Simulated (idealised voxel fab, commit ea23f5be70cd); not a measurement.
process module | voxel trench capacitor
cross-section cut | 140 nm wide | cells 5 nm
A cross-section is a grid of square cells, given in bands from the top down. A band is one or more rows of cells.
Each band's line starts with the height of the band's top and of its bottom, in nm. Then come its materials from left to right, each with its width in nm. One material with "throughout" fills the band from edge to edge. "air" is empty space.
Height 0 is the level under which the wafer as received is all one material. The lowest band goes on downwards, as in "0 down".
A width such as "30 to 40" changes by the same amount from each row of cells to the next, from the band's top row to its bottom row.
"no change" after a step means that no cell of the cross-section changed.
closed voids: empty space of 8 cells or more with no open way to the top, each as width x height at its distance from the left edge, in nm
after a step's settings: what the simulator itself notes on the step
overlay nm, on a step with a mask: how far to the right of its planned place the mask lay; to the left if negative
plan
1 op RECEIVE | material Si
2 op CONFORMAL_DEP | material SiN | thk nm 10
3 op MASKED_ETCH | tone open | mask id TRENCH | width nm 20 | pitch nm 35 | etch materials SiN | depth nm 10 | overlay nm 0
4 op MASKED_ETCH | tone open | mask id TRENCH | width nm 20 | pitch nm 35 | etch materials Si | depth nm 35 | overlay nm 0
5 op CONFORMAL_DEP | material Al2O3 | thk nm 5
6 op FILL_DEP | material polySi | thk nm 5
7 op CMP | height nm 10
first wafer, as planned
as received, after step 1
  0 down: Si throughout
  closed voids: none
after step 2
  10 to 0: SiN throughout
  below 0: unchanged
after step 3
  10 to 0: SiN 40 | air 20 | SiN 15 | air 20 | SiN 45
  below 0: unchanged
after step 4
  10 to 0: SiN 40 | air 20 | SiN 15 | air 20 | SiN 45
  0 to -35: Si 40 | air 20 | Si 15 | air 20 | Si 45
  below -35: unchanged
after step 5
  15 to 10: Al2O3 45 | air 10 | Al2O3 25 | air 10 | Al2O3 50
  10 to 0: SiN 40 | Al2O3 5 | air 10 | Al2O3 5 | SiN 15 | Al2O3 5 | air 10 | Al2O3 5 | SiN 45
  0 to -30: Si 40 | Al2O3 5 | air 10 | Al2O3 5 | Si 15 | Al2O3 5 | air 10 | Al2O3 5 | Si 45
  -30 to -35: Si 40 | Al2O3 20 | Si 15 | Al2O3 20 | Si 45
  below -35: unchanged
after step 6
  20 to 15: polySi throughout
  15 to 10: Al2O3 45 | polySi 10 | Al2O3 25 | polySi 10 | Al2O3 50
  10 to 0: SiN 40 | Al2O3 5 | polySi 10 | Al2O3 5 | SiN 15 | Al2O3 5 | polySi 10 | Al2O3 5 | SiN 45
  0 to -30: Si 40 | Al2O3 5 | polySi 10 | Al2O3 5 | Si 15 | Al2O3 5 | polySi 10 | Al2O3 5 | Si 45
  below -30: unchanged
after step 7
  10 to 0: SiN 40 | Al2O3 5 | polySi 10 | Al2O3 5 | SiN 15 | Al2O3 5 | polySi 10 | Al2O3 5 | SiN 45
  below 0: unchanged
second wafer: like start, like plan, one mistake. Through step 1 it matches the first wafer
when step 2 should have ended: no change
when step 3 should have ended: no change
when step 4 should have ended
  0 to -35: Si 40 | air 20 | Si 15 | air 20 | Si 45
  below -35: unchanged
when step 5 should have ended
  5 to 0: Al2O3 45 | air 10 | Al2O3 25 | air 10 | Al2O3 50
  0 to -30: Si 40 | Al2O3 5 | air 10 | Al2O3 5 | Si 15 | Al2O3 5 | air 10 | Al2O3 5 | Si 45
  -30 to -35: Si 40 | Al2O3 20 | Si 15 | Al2O3 20 | Si 45
  below -35: unchanged
when step 6 should have ended
  10 to 5: polySi throughout
  5 to 0: Al2O3 45 | polySi 10 | Al2O3 25 | polySi 10 | Al2O3 50
  0 to -30: Si 40 | Al2O3 5 | polySi 10 | Al2O3 5 | Si 15 | Al2O3 5 | polySi 10 | Al2O3 5 | Si 45
  below -30: unchanged
when step 7 should have ended: no change
what went wrong: step 2 was left out
at the end the second wafer has, in cells: 16 more of Al2O3 | 40 fewer of SiN | 24 more of polySi
